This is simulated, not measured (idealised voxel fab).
Proc. module: voxel self aligned contacts
Cross-section cut spans 240 nm and uses square cells 5 nm in size.
Reading order for cross-sections: top band down to bottom band. Underlying form: a grid of square cells. Band size: one or more rows of cells.
Look at the band entry: it leads with the top's height and the bottom's height in nm. Then it lists the materials left to right, with a width in nm for each. The word "full width" on a single material says that material fills the band edge to edge. The word "air" is empty space.
Height 0 is the level under which the wafer as received is all one material. The lowest band goes on downwards, as in "0 nm and below".
A width given as "30 to 40" starts at the first number in the band's top row and ends at the second number in its bottom row, shifting by an equal amount at every step from row to row.
What does "nothing different" mean for a step? It means no cell of the cross-section changed in that step.
"Closed voids list": sealed empty spaces, 8 cells or more, no open way to top, listed width x height at distance, with distance from the left edge and width, height and distance in nm.
Step line, after settings: the simulator's comment on this step.
Regarding "overlay nm": on a step with a mask, it is the distance the mask lay to the right of its planned place; a negative value places it to the left.

### So here's the lineup of process steps we planned
1,RECEIVE | material Si
2,OXIDIZE | depth nm 5
3,DIRECTIONAL_DEP | material polySi | thk nm 30
4,DIRECTIONAL_DEP | material SiN | thk nm 20
5,PATTERN | tone cover | mask id GATE | material resist | width nm 35 | pitch nm 70 | thk nm 15 | overlay nm 0
6,DIRECTIONAL_ETCH | etch materials SiN | depth nm 20
7,DIRECTIONAL_ETCH | etch materials polySi | depth nm 30
8,STRIP | etch materials resist
9,CONFORMAL_DEP | material SiN | thk nm 10
10,DIRECTIONAL_ETCH | etch materials SiN | depth nm 10
11,FILL_DEP | material SiO2 | thk nm 15
12,CMP | height nm 50
13,DIRECTIONAL_DEP | material aC | thk nm 10
14,PATTERN | tone open | mask id CONTACT | material resist | width nm 55 | pitch nm 70 | thk nm 30 | overlay nm 0
15,DIRECTIONAL_ETCH | etch materials aC | depth nm 10
16,STRIP | etch materials resist
17,DIRECTIONAL_ETCH | etch materials SiO2 | depth nm 65
18,STRIP | etch materials aC
19,CONFORMAL_DEP | material TiN | thk nm 5
20,FILL_DEP | material W | thk nm 5
21,CMP | height nm 60
22,CONFORMAL_DEP | material SiCN | thk nm 5
The value of height nm given for step 12 in the plan refers to the first wafer; the wafers vary in this setting and are alike at the start.

### Incoming state of the first of several wafers in cross-section: after step 1
> 0 nm and below: Si full width
> Closed voids list: none

### Below is a per-wafer table. In it, each row describes the wafer at the end of the module by giving, for each material, the number of cells gained (+) or lost (-) since the wafer was received, and after that the closed voids of the wafer
height nm 50; -48 Si; +48 SiCN; +204 SiN; +132 SiO2; +92 TiN; +70 W; +126 polySi; Closed voids list: none
height nm 55; -48 Si; +48 SiCN; +204 SiN; +158 SiO2; +96 TiN; +40 W; +126 polySi; Closed voids list: none
height nm 60; -48 Si; +48 SiCN; +204 SiN; +184 SiO2; +70 TiN; +40 W; +126 polySi; Closed voids list: none
height nm 65; -48 Si; +48 SiCN; +204 SiN; +190 SiO2; +66 TiN; +38 W; +126 polySi; Closed voids list: none
